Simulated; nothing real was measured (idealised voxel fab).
Proc. module: voxel transistor to metal
Pictured: cross-section cut, 160 nm wide, on a grid of 5 nm square cells.
How to read a cross-section here: the picture is a grid of square cells, written as bands going from the top down, and any band can span one or more rows of cells. Per band: top height and bottom height in nm, followed by the left-to-right materials and their widths in nm; "edge to edge" marks a single material spanning edge to edge, "empty" marks empty space. Heights from 0 (as-received wafer is one material below). Bottom band endless downward, as "0 and below". When a width is written as two numbers, as in "30 to 40", the first number is the width in the top row of cells of the band and the second is the width in its bottom row, and the width changes by the same amount from each row to the next. Reading "nothing got changed" for a step: not a cell of the cross-section changed in it. Heads up: "Sealed void list" only lists the empty pockets with no open path to the top that are 8 cells or more, and it writes them as width x height at distance, distance from the left edge, in nm. If you see something after the settings on a step's line, that's the simulator's own remark about that step. A step's line can hold "overlay nm"; with a mask on that step, the setting says how far right of the planned place the mask lay, while a negative setting says it lay to the left.
So here's the lineup of process steps we planned
- 1: op RECEIVE | material Si
- 2: op CONFORMAL_DEP | material SiO2 | thk nm 5
- 3: op CONFORMAL_DEP | material SiN | thk nm 10
- 4: op MASKED_ETCH | tone cover | mask id ACTIVE | width nm 110 | etch materials SiN | depth nm 10 | overlay nm 0
- 5: op MASKED_ETCH | tone cover | mask id ACTIVE | width nm 110 | etch materials SiO2 | depth nm 5 | overlay nm 0
- 6: op MASKED_ETCH | tone cover | mask id ACTIVE | width nm 110 | etch materials Si | depth nm 35 | overlay nm 0
- 7: op OXIDIZE | depth nm 5
- 8: op FILL_DEP | material SiO2 | thk nm 5
- 9: op CMP | height nm 15
- 10: op SELECTIVE_ETCH | etch materials SiO2 | depth nm 10
- 11: op STRIP | etch materials SiN
- 12: op SELECTIVE_ETCH | etch materials SiO2 | depth nm 5
- 13: op OXIDIZE | depth nm 5
- 14: op DIRECTIONAL_DEP | material polySi | thk nm 20
- 15: op DIRECTIONAL_DEP | material SiCN | thk nm 10
- 16: op MASKED_ETCH | tone cover | mask id GATE | width nm 20 | etch materials SiCN | depth nm 20 | overlay nm 0
- 17: op MASKED_ETCH | tone cover | mask id GATE | width nm 20 | etch materials polySi | depth nm 30 | overlay nm 0
- 18: op CONFORMAL_DEP | material SiN | thk nm 10
- 19: op DIRECTIONAL_ETCH | etch materials SiN | depth nm 10
- 20: op DIRECTIONAL_ETCH | etch materials SiO2 | depth nm 5
- 21: op DIRECTIONAL_ETCH | etch materials Si | depth nm 10
- 22: op EPI | material nSi | thk nm 10
- 23: op FILL_DEP | material SiO2 | thk nm 10
- 24: op CMP | height nm 30
- 25: op DIRECTIONAL_DEP | material SiO2 | thk nm 15
- 26: op MASKED_ETCH | tone open | mask id CONTACT | width nm 30 | pitch nm 60 | etch materials SiO2 | depth nm 50 | overlay nm 0
- 27: op CONFORMAL_DEP | material TiN | thk nm 5
- 28: op FILL_DEP | material W | thk nm 10
- 29: op CMP | height nm 45
- 30: op DIRECTIONAL_DEP | material TiN | thk nm 5
- 31: op DIRECTIONAL_DEP | material W | thk nm 25
- 32: op PATTERN | tone cover | mask id METAL_1 | material resist | width nm 20 | pitch nm 70 | thk nm 15 | overlay nm 0
- 33: op DIRECTIONAL_ETCH | etch materials W | depth nm 25
- 34: op DIRECTIONAL_ETCH | etch materials TiN | depth nm 5
- 35: op STRIP | etch materials resist
- 36: op CONFORMAL_DEP | material SiCN | thk nm 5
- 37: op FILL_DEP | material SiO2 | thk nm 5
- 38: op CMP | height nm 75
- 39: op CONFORMAL_DEP | material SiCN | thk nm 5
Cross-section of the incoming wafer, state after step 1
- 0 and below = Si edge to edge
- Sealed void list: none
Cross-section taken at module completion on the first of two wafers; processed per the plan
- 80 down to 75 = SiCN edge to edge
- 75 down to 50 = 30 SiO2; 5 SiCN; 20 W; 5 SiCN; 40 SiO2; 5 SiCN; 20 W; 5 SiCN; 30 SiO2
- 50 down to 45 = 35 SiCN; 20 TiN; 50 SiCN; 20 TiN; 35 SiCN
- 45 down to 35 = 35 SiO2; 5 TiN; 20 W; 5 TiN; 30 SiO2; 5 TiN; 20 W; 5 TiN; 35 SiO2
- 35 down to 30 = 35 SiO2; 5 TiN; 15 W; 10 TiN; 30 SiO2; 10 TiN; 15 W; 5 TiN; 35 SiO2
- 30 down to 20 = 35 SiO2; 5 TiN; 15 W; 5 TiN; 10 SiN; 20 SiCN; 10 SiN; 5 TiN; 15 W; 5 TiN; 35 SiO2
- 20 down to 10 = 35 SiO2; 5 TiN; 15 W; 5 TiN; 10 SiN; 20 polySi; 10 SiN; 5 TiN; 15 W; 5 TiN; 35 SiO2
- 10 down to 5 = 35 SiO2; 5 TiN; 5 W; 15 TiN; 10 SiN; 20 polySi; 10 SiN; 15 TiN; 5 W; 5 TiN; 35 SiO2
- 5 down to 0 = 35 SiO2; 5 TiN; 5 W; 5 TiN; 10 nSi; 10 SiN; 20 polySi; 10 SiN; 10 nSi; 5 TiN; 5 W; 5 TiN; 35 SiO2
- 0 down to -5 = 35 SiO2; 15 TiN; 10 nSi; 40 SiO2; 10 nSi; 15 TiN; 35 SiO2
- -5 down to -15 = 30 SiO2; 30 nSi; 40 Si; 30 nSi; 30 SiO2
- -15 down to -40 = 30 SiO2; 100 Si; 30 SiO2
- -40 and below = Si edge to edge
- Sealed void list: none
This cross-section belongs to the second wafer of two at the end of the module; the start and the plan were shared with the first, and the run included one mistake
- 80 down to 75 = SiCN edge to edge
- 75 down to 50 = 30 SiO2; 5 polySi; 20 W; 5 polySi; 40 SiO2; 5 polySi; 20 W; 5 polySi; 30 SiO2
- 50 down to 45 = 35 polySi; 20 TiN; 50 polySi; 20 TiN; 35 polySi
- 45 down to 35 = 35 SiO2; 5 TiN; 20 W; 5 TiN; 30 SiO2; 5 TiN; 20 W; 5 TiN; 35 SiO2
- 35 down to 30 = 35 SiO2; 5 TiN; 15 W; 10 TiN; 30 SiO2; 10 TiN; 15 W; 5 TiN; 35 SiO2
- 30 down to 20 = 35 SiO2; 5 TiN; 15 W; 5 TiN; 10 SiN; 20 SiCN; 10 SiN; 5 TiN; 15 W; 5 TiN; 35 SiO2
- 20 down to 10 = 35 SiO2; 5 TiN; 15 W; 5 TiN; 10 SiN; 20 polySi; 10 SiN; 5 TiN; 15 W; 5 TiN; 35 SiO2
- 10 down to 5 = 35 SiO2; 5 TiN; 5 W; 15 TiN; 10 SiN; 20 polySi; 10 SiN; 15 TiN; 5 W; 5 TiN; 35 SiO2
- 5 down to 0 = 35 SiO2; 5 TiN; 5 W; 5 TiN; 10 nSi; 10 SiN; 20 polySi; 10 SiN; 10 nSi; 5 TiN; 5 W; 5 TiN; 35 SiO2
- 0 down to -5 = 35 SiO2; 15 TiN; 10 nSi; 40 SiO2; 10 nSi; 15 TiN; 35 SiO2
- -5 down to -15 = 30 SiO2; 30 nSi; 40 Si; 30 nSi; 30 SiO2
- -15 down to -40 = 30 SiO2; 100 Si; 30 SiO2
- -40 and below = Si edge to edge
- Sealed void list: none
Heads up, the wafer didn't run the way we planned it: step 36 did not use the planned setting and instead ran as op CONFORMAL_DEP | material polySi | thk nm 5
Bottom line after processing is that, in cells, the second wafer is up or down on some materials versus the first: SiCN: 44 fewer; polySi: 44 more
